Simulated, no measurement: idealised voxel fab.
process module | voxel double patterning
cross-section cut | 290 nm wide | cells 5 nm
A cross-section is a grid of square cells, given in bands from the top down. A band is one or more rows of cells.
Each band's line starts with the height of the band's top and of its bottom, in nm. Then come its materials from left to right, each with its width in nm. One material with "throughout" fills the band from edge to edge. "air" is empty space.
Height 0 is the level under which the wafer as received is all one material. The lowest band goes on downwards, as in "0 down".
A width such as "30 to 40" changes by the same amount from each row of cells to the next, from the band's top row to its bottom row.
"no change" after a step means that no cell of the cross-section changed.
closed voids: empty space of 8 cells or more with no open way to the top, each as width x height at its distance from the left edge, in nm
after a step's settings: what the simulator itself notes on the step
overlay nm, on a step with a mask: how far to the right of its planned place the mask lay; to the left if negative
plan
1 op RECEIVE | material Si
2 op CONFORMAL_DEP | material SiN | thk nm 5
3 op DIRECTIONAL_DEP | material SiO2 | thk nm 15
4 op DIRECTIONAL_DEP | material SiCN | thk nm 5
5 op DIRECTIONAL_DEP | material aC | thk nm 10
6 op PATTERN | tone open | mask id FIRST | material resist | width nm 15 | pitch nm 50 | thk nm 30 | overlay nm 0
7 op DIRECTIONAL_ETCH | etch materials aC | depth nm 10
8 op STRIP | etch materials resist
9 op DIRECTIONAL_ETCH | etch materials SiCN | depth nm 5
10 op STRIP | etch materials aC
11 op PATTERN | tone open | mask id SECOND | material resist | width nm 15 | thk nm 20 | overlay nm 0
12 op DIRECTIONAL_ETCH | etch materials SiCN | depth nm 5
13 op STRIP | etch materials resist
14 op DIRECTIONAL_ETCH | etch materials SiO2 | depth nm 15
15 op STRIP | etch materials SiCN
as received, after step 1
  0 down: Si throughout
  closed voids: none
first wafer at the end, as planned
  20 to 5: SiO2 110 | air 15 | SiO2 10 | air 15 | SiO2 10 | air 15 | SiO2 115
  5 to 0: SiN throughout
  0 down: Si throughout
  closed voids: none
second wafer at the end: like start, like plan, one mistake
  15 to 5: SiO2 110 | air 15 | SiO2 10 | air 15 | SiO2 10 | air 15 | SiO2 115
  5 to 0: SiN throughout
  0 down: Si throughout
  closed voids: none
what went wrong: step 3 ran as: op DIRECTIONAL_DEP | material SiO2 | thk nm 10
at the end the second wafer has, in cells: 49 fewer of SiO2
